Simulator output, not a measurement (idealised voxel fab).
The name of this process module is voxel capacitor over wiring.
Square cell edge 5 nm, section width 260 nm, ID cut.
Reading order for cross-sections: top band down to bottom band. Underlying form: a grid of square cells. Band size: one or more rows of cells. Per band: top height and bottom height in nm, followed by the left-to-right materials and their widths in nm; "full width" marks a single material spanning edge to edge, "blank" marks empty space. Height 0 is the level under which the wafer as received is all one material. The lowest band goes on downwards, as in "0..down". Width: "30 to 40" (first number = top row, second number = bottom row, same change from row to row of cells). For the purposes of this document, the phrase "no change" attached to a step denotes that no cell within the cross-section was modified by that step. Basically, "Voids lacking openings" tells you about the enclosed voids: empty spaces with no open way to the top, 8 cells or bigger, each written width x height at distance, where distance is from the left edge, all in nm. That trailing text on a step's line, after the settings, is the simulator's own remark on the step. overlay nm: step with mask; distance mask lay right of planned place; negative value = left of planned place. The remainder of this document consists of a sequence of paired cross-sections. Each pair presents the cross-section prior to one process step together with the cross-section following it, the latter being rendered only as deep as the lowest band that underwent change. The intervening step, together with its settings, is stated beneath each pair. Because the pairs may originate from different runs of this module on the same starting wafer, a given pair is to be read as continuing from the preceding pair only where its entry headed "Pre-step snapshot" so indicates.

# Pre-step snapshot
- 60..35  blank: 75 / W: 20 / blank: 65 / W: 20 / blank: 80
- 35..30  blank: 75 / TiN: 20 / blank: 65 / TiN: 20 / blank: 80
- 30..0  SiO2 full width
- 0..down  Si full width
- Voids lacking openings: none

# Result of Step
- 65..60  blank: 70 / SiN: 30 / blank: 55 / SiN: 30 / blank: 75
- 60..35  blank: 70 / SiN: 5 / W: 20 / SiN: 5 / blank: 55 / SiN: 5 / W: 20 / SiN: 5 / blank: 75
- 35..30  SiN: 75 / TiN: 20 / SiN: 65 / TiN: 20 / SiN: 80
- Everything below 30 is unchanged.
- Voids lacking openings: none
The process step separating the two cross-sections depicted above is as follows: CONFORMAL_DEP: material SiN, thk nm 5

Pre-step snapshot: It is represented by the cross-section appearing after the step of the pair directly above.

# Result of Step
- 70..65  SiO2 full width
- 65..60  SiO2: 70 / SiN: 30 / SiO2: 55 / SiN: 30 / SiO2: 75
- 60..35  SiO2: 70 / SiN: 5 / W: 20 / SiN: 5 / SiO2: 55 / SiN: 5 / W: 20 / SiN: 5 / SiO2: 75
- Everything below 35 is unchanged.
- Voids lacking openings: none
The process step separating the two cross-sections depicted above is as follows: FILL_DEP: material SiO2, thk nm 5

Pre-step snapshot: It is represented by the cross-section appearing after the step of the pair directly above.

# Result of Step
- 45..35  SiO2: 70 / SiN: 5 / W: 20 / SiN: 5 / SiO2: 55 / SiN: 5 / W: 20 / SiN: 5 / SiO2: 75
- Everything below 35 is unchanged.
- Voids lacking openings: none
The process step separating the two cross-sections depicted above is as follows: CMP: height nm 45

Pre-step snapshot: It is represented by the cross-section appearing after the step of the pair directly above.

# Result of Step
- 50..45  SiCN full width
- Everything below 45 is unchanged.
- Voids lacking openings: none
The process step separating the two cross-sections depicted above is as follows: CONFORMAL_DEP: material SiCN, thk nm 5

Pre-step snapshot: It is represented by the cross-section appearing after the step of the pair directly above.

# Result of Step
- 60..50  lowk full width
- Everything below 50 is unchanged.
- Voids lacking openings: none
The process step separating the two cross-sections depicted above is as follows: DIRECTIONAL_DEP: material lowk, thk nm 10

Pre-step snapshot: It is represented by the cross-section appearing after the step of the pair directly above.

# Result of Step
- 60..50  lowk: 80 / blank: 15 / lowk: 165
- Everything below 50 is unchanged.
- Voids lacking openings: none
The process step separating the two cross-sections depicted above is as follows: MASKED_ETCH: tone open, mask id PLUG_1, width nm 15, etch materials lowk, depth nm 10, overlay nm 0

Pre-step snapshot: It is represented by the cross-section appearing after the step of the pair directly above.

# Result of Step
- 60..50  lowk: 80 / blank: 15 / lowk: 165
- 50..45  SiCN: 80 / blank: 15 / SiCN: 165
- Everything below 45 is unchanged.
- Voids lacking openings: none
The process step separating the two cross-sections depicted above is as follows: MASKED_ETCH: tone open, mask id PLUG_1, width nm 15, etch materials SiCN, depth nm 5, overlay nm 0

Pre-step snapshot: It is represented by the cross-section appearing after the step of the pair directly above.

# Result of Step
- 65..60  TiN: 85 / blank: 5 / TiN: 170
- 60..50  lowk: 80 / TiN: 5 / blank: 5 / TiN: 5 / lowk: 165
- 50..45  SiCN: 80 / TiN: 15 / SiCN: 165
- Everything below 45 is unchanged.
- Voids lacking openings: none
The process step separating the two cross-sections depicted above is as follows: CONFORMAL_DEP: material TiN, thk nm 5

Pre-step snapshot: It is represented by the cross-section appearing after the step of the pair directly above.

# Result of Step
- 75..65  Cu full width
- 65..60  TiN: 85 / Cu: 5 / TiN: 170
- 60..50  lowk: 80 / TiN: 5 / Cu: 5 / TiN: 5 / lowk: 165
- Everything below 50 is unchanged.
- Voids lacking openings: none
The process step separating the two cross-sections depicted above is as follows: FILL_DEP: material Cu, thk nm 10

Pre-step snapshot: It is represented by the cross-section appearing after the step of the pair directly above.

# Result of Step
- 60..50  lowk: 80 / TiN: 5 / Cu: 5 / TiN: 5 / lowk: 165
- Everything below 50 is unchanged.
- Voids lacking openings: none
The process step separating the two cross-sections depicted above is as follows: CMP: height nm 60

Pre-step snapshot: It is represented by the cross-section appearing after the step of the pair directly above.

# Result of Step
- 70..60  TiN full width
- Everything below 60 is unchanged.
- Voids lacking openings: none
The process step separating the two cross-sections depicted above is as follows: DIRECTIONAL_DEP: material TiN, thk nm 10

Pre-step snapshot: It is represented by the cross-section appearing after the step of the pair directly above.

# Result of Step
- 75..70  HfO2 full width
- Everything below 70 is unchanged.
- Voids lacking openings: none
The process step separating the two cross-sections depicted above is as follows: DIRECTIONAL_DEP: material HfO2, thk nm 5

Pre-step snapshot: It is represented by the cross-section appearing after the step of the pair directly above.

# Result of Step
- 80..75  TiN full width
- Everything below 75 is unchanged.
- Voids lacking openings: none
The process step separating the two cross-sections depicted above is as follows: DIRECTIONAL_DEP: material TiN, thk nm 5

Pre-step snapshot: It is represented by the cross-section appearing after the step of the pair directly above.

# Result of Step
- 95..80  aC full width
- Everything below 80 is unchanged.
- Voids lacking openings: none
The process step separating the two cross-sections depicted above is as follows: DIRECTIONAL_DEP: material aC, thk nm 15

Pre-step snapshot: It is represented by the cross-section appearing after the step of the pair directly above.

# Result of Step
- 130..95  blank: 80 / resist: 70 / blank: 110
- Everything below 95 is unchanged.
- Voids lacking openings: none
The process step separating the two cross-sections depicted above is as follows: PATTERN: tone cover, mask id UPPER_PLATE, material resist, width nm 70, thk nm 35, overlay nm 0

Pre-step snapshot: It is represented by the cross-section appearing after the step of the pair directly above.

# Result of Step
- 115..95  blank: 80 / resist: 70 / blank: 110
- 95..80  blank: 80 / aC: 70 / blank: 110
- Everything below 80 is unchanged.
- Voids lacking openings: none
The process step separating the two cross-sections depicted above is as follows: DIRECTIONAL_ETCH: etch materials aC, depth nm 15

Pre-step snapshot: It is represented by the cross-section appearing after the step of the pair directly above.

# Result of Step
- 95..80  blank: 80 / aC: 70 / blank: 110
- Everything below 80 is unchanged.
- Voids lacking openings: none
The process step separating the two cross-sections depicted above is as follows: STRIP: etch materials resist

Pre-step snapshot: It is represented by the cross-section appearing after the step of the pair directly above.

# Result of Step
- 95..80  blank: 80 / aC: 70 / blank: 110
- 80..75  blank: 80 / TiN: 70 / blank: 110
- Everything below 75 is unchanged.
- Voids lacking openings: none
The process step separating the two cross-sections depicted above is as follows: DIRECTIONAL_ETCH: etch materials TiN, depth nm 5

Pre-step snapshot: It is represented by the cross-section appearing after the step of the pair directly above.

# Result of Step
- 95..80  blank: 80 / aC: 70 / blank: 110
- 80..75  blank: 80 / TiN: 70 / blank: 110
- 75..70  blank: 80 / HfO2: 70 / blank: 110
- Everything below 70 is unchanged.
- Voids lacking openings: none
The process step separating the two cross-sections depicted above is as follows: DIRECTIONAL_ETCH: etch materials HfO2, depth nm 5

Pre-step snapshot: It is represented by the cross-section appearing after the step of the pair directly above.

# Result of Step
- 80..75  blank: 80 / TiN: 70 / blank: 110
- Everything below 75 is unchanged.
- Voids lacking openings: none
The process step separating the two cross-sections depicted above is as follows: STRIP: etch materials aC

Pre-step snapshot: It is represented by the cross-section appearing after the step of the pair directly above.

# Result of Step
- 80..75  blank: 80 / TiN: 70 / blank: 110
- 75..70  blank: 80 / HfO2: 70 / blank: 110
- 70..60  blank: 75 / TiN: 80 / blank: 105
- Everything below 60 is unchanged.
- Voids lacking openings: none
The process step separating the two cross-sections depicted above is as follows: MASKED_ETCH: tone cover, mask id LOWER_PLATE, width nm 80, etch materials TiN, depth nm 10, overlay nm 0

Pre-step snapshot: It is represented by the cross-section appearing after the step of the pair directly above.

# Result of Step
- 100..80  SiO2 full width
- 80..75  SiO2: 80 / TiN: 70 / SiO2: 110
- 75..70  SiO2: 80 / HfO2: 70 / SiO2: 110
- 70..60  SiO2: 75 / TiN: 80 / SiO2: 105
- Everything below 60 is unchanged.
- Voids lacking openings: none
The process step separating the two cross-sections depicted above is as follows: FILL_DEP: material SiO2, thk nm 20

Pre-step snapshot: It is represented by the cross-section appearing after the step of the pair directly above.

# Result of Step
- 95..80  SiO2 full width
- Everything below 80 is unchanged.
- Voids lacking openings: none
The process step separating the two cross-sections depicted above is as follows: CMP: height nm 95

Pre-step snapshot: It is represented by the cross-section appearing after the step of the pair directly above.

# Result of Step
- 110..95  resist: 90 / blank: 15 / resist: 155
- Everything below 95 is unchanged.
- Voids lacking openings: none
The process step separating the two cross-sections depicted above is as follows: PATTERN: tone open, mask id PLUG_2, material resist, width nm 15, thk nm 15, overlay nm 0

Pre-step snapshot: It is represented by the cross-section appearing after the step of the pair directly above.

# Result of Step
- 110..95  resist: 90 / blank: 15 / resist: 155
- 95..80  SiO2: 90 / blank: 15 / SiO2: 155
- Everything below 80 is unchanged.
- Voids lacking openings: none
The process step separating the two cross-sections depicted above is as follows: DIRECTIONAL_ETCH: etch materials SiO2, depth nm 15

Pre-step snapshot: It is represented by the cross-section appearing after the step of the pair directly above.

# Result of Step
- 95..80  SiO2: 90 / blank: 15 / SiO2: 155
- Everything below 80 is unchanged.
- Voids lacking openings: none
The process step separating the two cross-sections depicted above is as follows: STRIP: etch materials resist

Pre-step snapshot: It is represented by the cross-section appearing after the step of the pair directly above.

# Result of Step
- 100..95  TiN: 95 / blank: 5 / TiN: 160
- 95..85  SiO2: 90 / TiN: 5 / blank: 5 / TiN: 5 / SiO2: 155
- 85..75  SiO2: 90 to 80 / TiN: 15 to 70 / SiO2: 155 to 110
- Everything below 75 is unchanged.
- Voids lacking openings: none
The process step separating the two cross-sections depicted above is as follows: CONFORMAL_DEP: material TiN, thk nm 5

Pre-step snapshot: It is represented by the cross-section appearing after the step of the pair directly above.

# Result of Step
- 105..100  Cu full width
- 100..95  TiN: 95 / Cu: 5 / TiN: 160
- 95..85  SiO2: 90 / TiN: 5 / Cu: 5 / TiN: 5 / SiO2: 155
- Everything below 85 is unchanged.
- Voids lacking openings: none
The process step separating the two cross-sections depicted above is as follows: FILL_DEP: material Cu, thk nm 5

Pre-step snapshot: It is represented by the cross-section appearing after the step of the pair directly above.

# Result of Step
- 95..85  SiO2: 90 / TiN: 5 / Cu: 5 / TiN: 5 / SiO2: 155
- Everything below 85 is unchanged.
- Voids lacking openings: none
The process step separating the two cross-sections depicted above is as follows: CMP: height nm 95

Pre-step snapshot: It is represented by the cross-section appearing after the step of the pair directly above.

# Result of Step
- 100..95  SiN full width
- Everything below 95 is unchanged.
- Voids lacking openings: none
The process step separating the two cross-sections depicted above is as follows: CONFORMAL_DEP: material SiN, thk nm 5

# Pre-step snapshot
- 70..60  TiN full width
- 60..50  lowk: 80 / TiN: 5 / Cu: 5 / TiN: 5 / lowk: 165
- 50..45  SiCN: 80 / TiN: 15 / SiCN: 165
- 45..20  SiO2: 70 / SiN: 5 / W: 20 / SiN: 5 / SiO2: 55 / SiN: 5 / W: 20 / SiN: 5 / SiO2: 75
- 20..15  SiN: 75 / TiN: 20 / SiN: 65 / TiN: 20 / SiN: 80
- 15..0  SiO2 full width
- 0..down  Si full width
- Voids lacking openings: none

# Result of Step
- 75..60  TiN full width
- Everything below 60 is unchanged.
- Voids lacking openings: none
The process step separating the two cross-sections depicted above is as follows: DIRECTIONAL_DEP: material TiN, thk nm 5

Pre-step snapshot: It is represented by the cross-section appearing after the step of the pair directly above.

# Result of Step
- 80..75  HfO2 full width
- Everything below 75 is unchanged.
- Voids lacking openings: none
The process step separating the two cross-sections depicted above is as follows: DIRECTIONAL_DEP: material HfO2, thk nm 5

Pre-step snapshot: It is represented by the cross-section appearing after the step of the pair directly above.

# Result of Step
- 95..80  aC full width
- Everything below 80 is unchanged.
- Voids lacking openings: none
The process step separating the two cross-sections depicted above is as follows: DIRECTIONAL_DEP: material aC, thk nm 15

Pre-step snapshot: It is represented by the cross-section appearing after the step of the pair directly above.

# Result of Step
- 130..95  blank: 80 / resist: 70 / blank: 110
- Everything below 95 is unchanged.
- Voids lacking openings: none
The process step separating the two cross-sections depicted above is as follows: PATTERN: tone cover, mask id UPPER_PLATE, material resist, width nm 70, thk nm 35, overlay nm 0

Pre-step snapshot: It is represented by the cross-section appearing after the step of the pair directly above.

# Result of Step
- 115..95  blank: 80 / resist: 70 / blank: 110
- 95..80  blank: 80 / aC: 70 / blank: 110
- Everything below 80 is unchanged.
- Voids lacking openings: none
The process step separating the two cross-sections depicted above is as follows: DIRECTIONAL_ETCH: etch materials aC, depth nm 15

Pre-step snapshot: It is represented by the cross-section appearing after the step of the pair directly above.

# Result of Step
- 95..80  blank: 80 / aC: 70 / blank: 110
- Everything below 80 is unchanged.
- Voids lacking openings: none
The process step separating the two cross-sections depicted above is as follows: STRIP: etch materials resist

Pre-step snapshot: It is represented by the cross-section appearing after the step of the pair directly above.

# Result of Step
- 95..80  blank: 80 / aC: 70 / blank: 110
- 80..75  blank: 80 / HfO2: 70 / blank: 110
- Everything below 75 is unchanged.
- Voids lacking openings: none
The process step separating the two cross-sections depicted above is as follows: DIRECTIONAL_ETCH: etch materials HfO2, depth nm 5

Pre-step snapshot: It is represented by the cross-section appearing after the step of the pair directly above.

# Result of Step
- 80..75  blank: 80 / HfO2: 70 / blank: 110
- Everything below 75 is unchanged.
- Voids lacking openings: none
The process step separating the two cross-sections depicted above is as follows: STRIP: etch materials aC

Pre-step snapshot: It is represented by the cross-section appearing after the step of the pair directly above.

# Result of Step
- 80..75  blank: 80 / HfO2: 70 / blank: 110
- 75..65  blank: 75 / TiN: 80 / blank: 105
- Everything below 65 is unchanged.
- Voids lacking openings: none
The process step separating the two cross-sections depicted above is as follows: MASKED_ETCH: tone cover, mask id LOWER_PLATE, width nm 80, etch materials TiN, depth nm 10, overlay nm 0

Pre-step snapshot: It is represented by the cross-section appearing after the step of the pair directly above.

# Result of Step
- 100..80  SiO2 full width
- 80..75  SiO2: 80 / HfO2: 70 / SiO2: 110
- 75..65  SiO2: 75 / TiN: 80 / SiO2: 105
- Everything below 65 is unchanged.
- Voids lacking openings: none
The process step separating the two cross-sections depicted above is as follows: FILL_DEP: material SiO2, thk nm 20

Pre-step snapshot: It is represented by the cross-section appearing after the step of the pair directly above.

# Result of Step
- 95..80  SiO2 full width
- Everything below 80 is unchanged.
- Voids lacking openings: none
The process step separating the two cross-sections depicted above is as follows: CMP: height nm 95

Pre-step snapshot: It is represented by the cross-section appearing after the step of the pair directly above.

# Result of Step
- 110..95  resist: 90 / blank: 15 / resist: 155
- Everything below 95 is unchanged.
- Voids lacking openings: none
The process step separating the two cross-sections depicted above is as follows: PATTERN: tone open, mask id PLUG_2, material resist, width nm 15, thk nm 15, overlay nm 0

Pre-step snapshot: It is represented by the cross-section appearing after the step of the pair directly above.

# Result of Step
- 110..95  resist: 90 / blank: 15 / resist: 155
- 95..80  SiO2: 90 / blank: 15 / SiO2: 155
- Everything below 80 is unchanged.
- Voids lacking openings: none
The process step separating the two cross-sections depicted above is as follows: DIRECTIONAL_ETCH: etch materials SiO2, depth nm 15

Pre-step snapshot: It is represented by the cross-section appearing after the step of the pair directly above.

# Result of Step
- 95..80  SiO2: 90 / blank: 15 / SiO2: 155
- Everything below 80 is unchanged.
- Voids lacking openings: none
The process step separating the two cross-sections depicted above is as follows: STRIP: etch materials resist

Pre-step snapshot: It is represented by the cross-section appearing after the step of the pair directly above.

# Result of Step
- 100..95  TiN: 95 / blank: 5 / TiN: 160
- 95..85  SiO2: 90 / TiN: 5 / blank: 5 / TiN: 5 / SiO2: 155
- 85..80  SiO2: 90 / TiN: 15 / SiO2: 155
- Everything below 80 is unchanged.
- Voids lacking openings: none
The process step separating the two cross-sections depicted above is as follows: CONFORMAL_DEP: material TiN, thk nm 5

Pre-step snapshot: It is represented by the cross-section appearing after the step of the pair directly above.

# Result of Step
- 105..100  Cu full width
- 100..95  TiN: 95 / Cu: 5 / TiN: 160
- 95..85  SiO2: 90 / TiN: 5 / Cu: 5 / TiN: 5 / SiO2: 155
- Everything below 85 is unchanged.
- Voids lacking openings: none
The process step separating the two cross-sections depicted above is as follows: FILL_DEP: material Cu, thk nm 5

Pre-step snapshot: It is represented by the cross-section appearing after the step of the pair directly above.

# Result of Step
- 95..85  SiO2: 90 / TiN: 5 / Cu: 5 / TiN: 5 / SiO2: 155
- Everything below 85 is unchanged.
- Voids lacking openings: none
The process step separating the two cross-sections depicted above is as follows: CMP: height nm 95

Pre-step snapshot: It is represented by the cross-section appearing after the step of the pair directly above.

# Result of Step
- 100..95  SiN full width
- Everything below 95 is unchanged.
- Voids lacking openings: none
The process step separating the two cross-sections depicted above is as follows: CONFORMAL_DEP: material SiN, thk nm 5

# Pre-step snapshot
- 95..85  SiO2: 90 / TiN: 5 / Cu: 5 / TiN: 5 / SiO2: 155
- 85..75  SiO2: 90 to 80 / TiN: 15 to 70 / SiO2: 155 to 110
- 75..70  SiO2: 80 / HfO2: 70 / SiO2: 110
- 70..60  SiO2: 75 / TiN: 80 / SiO2: 105
- 60..50  lowk: 80 / TiN: 5 / Cu: 5 / TiN: 5 / lowk: 165
- 50..45  SiCN: 80 / TiN: 15 / SiCN: 165
- 45..20  SiO2: 70 / SiN: 5 / W: 20 / SiN: 5 / SiO2: 55 / SiN: 5 / W: 20 / SiN: 5 / SiO2: 75
- 20..15  SiN: 75 / TiN: 20 / SiN: 65 / TiN: 20 / SiN: 80
- 15..0  SiO2 full width
- 0..down  Si full width
- Voids lacking openings: none

# Result of Step
- 110..95  SiN full width
- Everything below 95 is unchanged.
- Voids lacking openings: none
The process step separating the two cross-sections depicted above is as follows: CONFORMAL_DEP: material SiN, thk nm 15

# Pre-step snapshot
- 80..75  blank: 80 / TiN: 70 / blank: 110
- 75..70  blank: 80 / HfO2: 70 / blank: 110
- 70..60  TiN full width
- 60..50  lowk: 80 / TiN: 5 / Cu: 5 / TiN: 5 / lowk: 165
- 50..45  SiCN: 80 / TiN: 15 / SiCN: 165
- 45..20  SiO2: 70 / SiN: 5 / W: 20 / SiN: 5 / SiO2: 55 / SiN: 5 / W: 20 / SiN: 5 / SiO2: 75
- 20..15  SiN: 75 / TiN: 20 / SiN: 65 / TiN: 20 / SiN: 80
- 15..0  SiO2 full width
- 0..down  Si full width
- Voids lacking openings: none

# Result of Step
- 80..75  blank: 80 / TiN: 70 / blank: 110
- 75..70  blank: 80 / HfO2: 70 / blank: 110
- 70..60  blank: 75 / TiN: 85 / blank: 100
- Everything below 60 is unchanged.
- Voids lacking openings: none
The process step separating the two cross-sections depicted above is as follows: MASKED_ETCH: tone cover, mask id LOWER_PLATE, width nm 85, etch materials TiN, depth nm 10, overlay nm 0

Pre-step snapshot: It is represented by the cross-section appearing after the step of the pair directly above.

# Result of Step
- 100..80  SiO2 full width
- 80..75  SiO2: 80 / TiN: 70 / SiO2: 110
- 75..70  SiO2: 80 / HfO2: 70 / SiO2: 110
- 70..60  SiO2: 75 / TiN: 85 / SiO2: 100
- Everything below 60 is unchanged.
- Voids lacking openings: none
The process step separating the two cross-sections depicted above is as follows: FILL_DEP: material SiO2, thk nm 20

Pre-step snapshot: It is represented by the cross-section appearing after the step of the pair directly above.

# Result of Step
- 95..80  SiO2 full width
- Everything below 80 is unchanged.
- Voids lacking openings: none
The process step separating the two cross-sections depicted above is as follows: CMP: height nm 95

Pre-step snapshot: It is represented by the cross-section appearing after the step of the pair directly above.

# Result of Step
- 110..95  resist: 90 / blank: 15 / resist: 155
- Everything below 95 is unchanged.
- Voids lacking openings: none
The process step separating the two cross-sections depicted above is as follows: PATTERN: tone open, mask id PLUG_2, material resist, width nm 15, thk nm 15, overlay nm 0

Pre-step snapshot: It is represented by the cross-section appearing after the step of the pair directly above.

# Result of Step
- 110..95  resist: 90 / blank: 15 / resist: 155
- 95..80  SiO2: 90 / blank: 15 / SiO2: 155
- Everything below 80 is unchanged.
- Voids lacking openings: none
The process step separating the two cross-sections depicted above is as follows: DIRECTIONAL_ETCH: etch materials SiO2, depth nm 15

Pre-step snapshot: It is represented by the cross-section appearing after the step of the pair directly above.

# Result of Step
- 95..80  SiO2: 90 / blank: 15 / SiO2: 155
- Everything below 80 is unchanged.
- Voids lacking openings: none
The process step separating the two cross-sections depicted above is as follows: STRIP: etch materials resist

Pre-step snapshot: It is represented by the cross-section appearing after the step of the pair directly above.

# Result of Step
- 100..95  TiN: 95 / blank: 5 / TiN: 160
- 95..85  SiO2: 90 / TiN: 5 / blank: 5 / TiN: 5 / SiO2: 155
- 85..75  SiO2: 90 to 80 / TiN: 15 to 70 / SiO2: 155 to 110
- Everything below 75 is unchanged.
- Voids lacking openings: none
The process step separating the two cross-sections depicted above is as follows: CONFORMAL_DEP: material TiN, thk nm 5

Pre-step snapshot: It is represented by the cross-section appearing after the step of the pair directly above.

# Result of Step
- 105..100  Cu full width
- 100..95  TiN: 95 / Cu: 5 / TiN: 160
- 95..85  SiO2: 90 / TiN: 5 / Cu: 5 / TiN: 5 / SiO2: 155
- Everything below 85 is unchanged.
- Voids lacking openings: none
The process step separating the two cross-sections depicted above is as follows: FILL_DEP: material Cu, thk nm 5

Pre-step snapshot: It is represented by the cross-section appearing after the step of the pair directly above.

# Result of Step
- 95..85  SiO2: 90 / TiN: 5 / Cu: 5 / TiN: 5 / SiO2: 155
- Everything below 85 is unchanged.
- Voids lacking openings: none
The process step separating the two cross-sections depicted above is as follows: CMP: height nm 95

Pre-step snapshot: It is represented by the cross-section appearing after the step of the pair directly above.

# Result of Step
- 100..95  SiN full width
- Everything below 95 is unchanged.
- Voids lacking openings: none
The process step separating the two cross-sections depicted above is as follows: CONFORMAL_DEP: material SiN, thk nm 5

# Pre-step snapshot
- 95..80  SiO2 full width
- 80..75  SiO2: 80 / TiN: 70 / SiO2: 110
- 75..70  SiO2: 80 / HfO2: 70 / SiO2: 110
- 70..60  SiO2: 75 / TiN: 80 / SiO2: 105
- 60..50  lowk: 80 / TiN: 5 / Cu: 5 / TiN: 5 / lowk: 165
- 50..45  SiCN: 80 / TiN: 15 / SiCN: 165
- 45..20  SiO2: 70 / SiN: 5 / W: 20 / SiN: 5 / SiO2: 55 / SiN: 5 / W: 20 / SiN: 5 / SiO2: 75
- 20..15  SiN: 75 / TiN: 20 / SiN: 65 / TiN: 20 / SiN: 80
- 15..0  SiO2 full width
- 0..down  Si full width
- Voids lacking openings: none

# Result of Step
- 110..95  resist: 85 / blank: 15 / resist: 160
- Everything below 95 is unchanged.
- Voids lacking openings: none
The process step separating the two cross-sections depicted above is as follows: PATTERN: tone open, mask id PLUG_2, material resist, width nm 15, thk nm 15, overlay nm -5

Pre-step snapshot: It is represented by the cross-section appearing after the step of the pair directly above.

# Result of Step
- 110..95  resist: 85 / blank: 15 / resist: 160
- 95..80  SiO2: 85 / blank: 15 / SiO2: 160
- Everything below 80 is unchanged.
- Voids lacking openings: none
The process step separating the two cross-sections depicted above is as follows: DIRECTIONAL_ETCH: etch materials SiO2, depth nm 15

Pre-step snapshot: It is represented by the cross-section appearing after the step of the pair directly above.

# Result of Step
- 95..80  SiO2: 85 / blank: 15 / SiO2: 160
- Everything below 80 is unchanged.
- Voids lacking openings: none
The process step separating the two cross-sections depicted above is as follows: STRIP: etch materials resist

Pre-step snapshot: It is represented by the cross-section appearing after the step of the pair directly above.

# Result of Step
- 100..95  TiN: 90 / blank: 5 / TiN: 165
- 95..85  SiO2: 85 / TiN: 5 / blank: 5 / TiN: 5 / SiO2: 160
- 85..75  SiO2: 85 to 80 / TiN: 15 to 70 / SiO2: 160 to 110
- Everything below 75 is unchanged.
- Voids lacking openings: none
The process step separating the two cross-sections depicted above is as follows: CONFORMAL_DEP: material TiN, thk nm 5

Pre-step snapshot: It is represented by the cross-section appearing after the step of the pair directly above.

# Result of Step
- 105..100  Cu full width
- 100..95  TiN: 90 / Cu: 5 / TiN: 165
- 95..85  SiO2: 85 / TiN: 5 / Cu: 5 / TiN: 5 / SiO2: 160
- Everything below 85 is unchanged.
- Voids lacking openings: none
The process step separating the two cross-sections depicted above is as follows: FILL_DEP: material Cu, thk nm 5

Pre-step snapshot: It is represented by the cross-section appearing after the step of the pair directly above.

# Result of Step
- 95..85  SiO2: 85 / TiN: 5 / Cu: 5 / TiN: 5 / SiO2: 160
- Everything below 85 is unchanged.
- Voids lacking openings: none
The process step separating the two cross-sections depicted above is as follows: CMP: height nm 95

Pre-step snapshot: It is represented by the cross-section appearing after the step of the pair directly above.

# Result of Step
- 100..95  SiN full width
- Everything below 95 is unchanged.
- Voids lacking openings: none
The process step separating the two cross-sections depicted above is as follows: CONFORMAL_DEP: material SiN, thk nm 5

# Pre-step snapshot
- 45..20  blank: 75 / W: 20 / blank: 65 / W: 20 / blank: 80
- 20..15  blank: 75 / TiN: 20 / blank: 65 / TiN: 20 / blank: 80
- 15..0  SiO2 full width
- 0..down  Si full width
- Voids lacking openings: none

# Result of Step
- 50..45  blank: 70 / lowk: 30 / blank: 55 / lowk: 30 / blank: 75
- 45..20  blank: 70 / lowk: 5 / W: 20 / lowk: 5 / blank: 55 / lowk: 5 / W: 20 / lowk: 5 / blank: 75
- 20..15  lowk: 75 / TiN: 20 / lowk: 65 / TiN: 20 / lowk: 80
- Everything below 15 is unchanged.
- Voids lacking openings: none
The process step separating the two cross-sections depicted above is as follows: CONFORMAL_DEP: material lowk, thk nm 5

Pre-step snapshot: It is represented by the cross-section appearing after the step of the pair directly above.

# Result of Step
- 55..50  SiO2 full width
- 50..45  SiO2: 70 / lowk: 30 / SiO2: 55 / lowk: 30 / SiO2: 75
- 45..20  SiO2: 70 / lowk: 5 / W: 20 / lowk: 5 / SiO2: 55 / lowk: 5 / W: 20 / lowk: 5 / SiO2: 75
- Everything below 20 is unchanged.
- Voids lacking openings: none
The process step separating the two cross-sections depicted above is as follows: FILL_DEP: material SiO2, thk nm 5

Pre-step snapshot: It is represented by the cross-section appearing after the step of the pair directly above.

# Result of Step
- 45..20  SiO2: 70 / lowk: 5 / W: 20 / lowk: 5 / SiO2: 55 / lowk: 5 / W: 20 / lowk: 5 / SiO2: 75
- Everything below 20 is unchanged.
- Voids lacking openings: none
The process step separating the two cross-sections depicted above is as follows: CMP: height nm 45

Pre-step snapshot: It is represented by the cross-section appearing after the step of the pair directly above.

# Result of Step
- 50..45  SiCN full width
- Everything below 45 is unchanged.
- Voids lacking openings: none
The process step separating the two cross-sections depicted above is as follows: CONFORMAL_DEP: material SiCN, thk nm 5

Pre-step snapshot: It is represented by the cross-section appearing after the step of the pair directly above.

# Result of Step
- 60..50  lowk full width
- Everything below 50 is unchanged.
- Voids lacking openings: none
The process step separating the two cross-sections depicted above is as follows: DIRECTIONAL_DEP: material lowk, thk nm 10

Pre-step snapshot: It is represented by the cross-section appearing after the step of the pair directly above.

# Result of Step
- 60..50  lowk: 80 / blank: 15 / lowk: 165
- Everything below 50 is unchanged.
- Voids lacking openings: none
The process step separating the two cross-sections depicted above is as follows: MASKED_ETCH: tone open, mask id PLUG_1, width nm 15, etch materials lowk, depth nm 10, overlay nm 0

Pre-step snapshot: It is represented by the cross-section appearing after the step of the pair directly above.

# Result of Step
- 60..50  lowk: 80 / blank: 15 / lowk: 165
- 50..45  SiCN: 80 / blank: 15 / SiCN: 165
- Everything below 45 is unchanged.
- Voids lacking openings: none
The process step separating the two cross-sections depicted above is as follows: MASKED_ETCH: tone open, mask id PLUG_1, width nm 15, etch materials SiCN, depth nm 5, overlay nm 0

Pre-step snapshot: It is represented by the cross-section appearing after the step of the pair directly above.

# Result of Step
- 65..60  TiN: 85 / blank: 5 / TiN: 170
- 60..50  lowk: 80 / TiN: 5 / blank: 5 / TiN: 5 / lowk: 165
- 50..45  SiCN: 80 / TiN: 15 / SiCN: 165
- Everything below 45 is unchanged.
- Voids lacking openings: none
The process step separating the two cross-sections depicted above is as follows: CONFORMAL_DEP: material TiN, thk nm 5

Pre-step snapshot: It is represented by the cross-section appearing after the step of the pair directly above.

# Result of Step
- 75..65  Cu full width
- 65..60  TiN: 85 / Cu: 5 / TiN: 170
- 60..50  lowk: 80 / TiN: 5 / Cu: 5 / TiN: 5 / lowk: 165
- Everything below 50 is unchanged.
- Voids lacking openings: none
The process step separating the two cross-sections depicted above is as follows: FILL_DEP: material Cu, thk nm 10

Pre-step snapshot: It is represented by the cross-section appearing after the step of the pair directly above.

# Result of Step
- 60..50  lowk: 80 / TiN: 5 / Cu: 5 / TiN: 5 / lowk: 165
- Everything below 50 is unchanged.
- Voids lacking openings: none
The process step separating the two cross-sections depicted above is as follows: CMP: height nm 60

Pre-step snapshot: It is represented by the cross-section appearing after the step of the pair directly above.

# Result of Step
- 70..60  TiN full width
- Everything below 60 is unchanged.
- Voids lacking openings: none
The process step separating the two cross-sections depicted above is as follows: DIRECTIONAL_DEP: material TiN, thk nm 10

Pre-step snapshot: It is represented by the cross-section appearing after the step of the pair directly above.

# Result of Step
- 75..70  HfO2 full width
- Everything below 70 is unchanged.
- Voids lacking openings: none
The process step separating the two cross-sections depicted above is as follows: DIRECTIONAL_DEP: material HfO2, thk nm 5

Pre-step snapshot: It is represented by the cross-section appearing after the step of the pair directly above.

# Result of Step
- 80..75  TiN full width
- Everything below 75 is unchanged.
- Voids lacking openings: none
The process step separating the two cross-sections depicted above is as follows: DIRECTIONAL_DEP: material TiN, thk nm 5
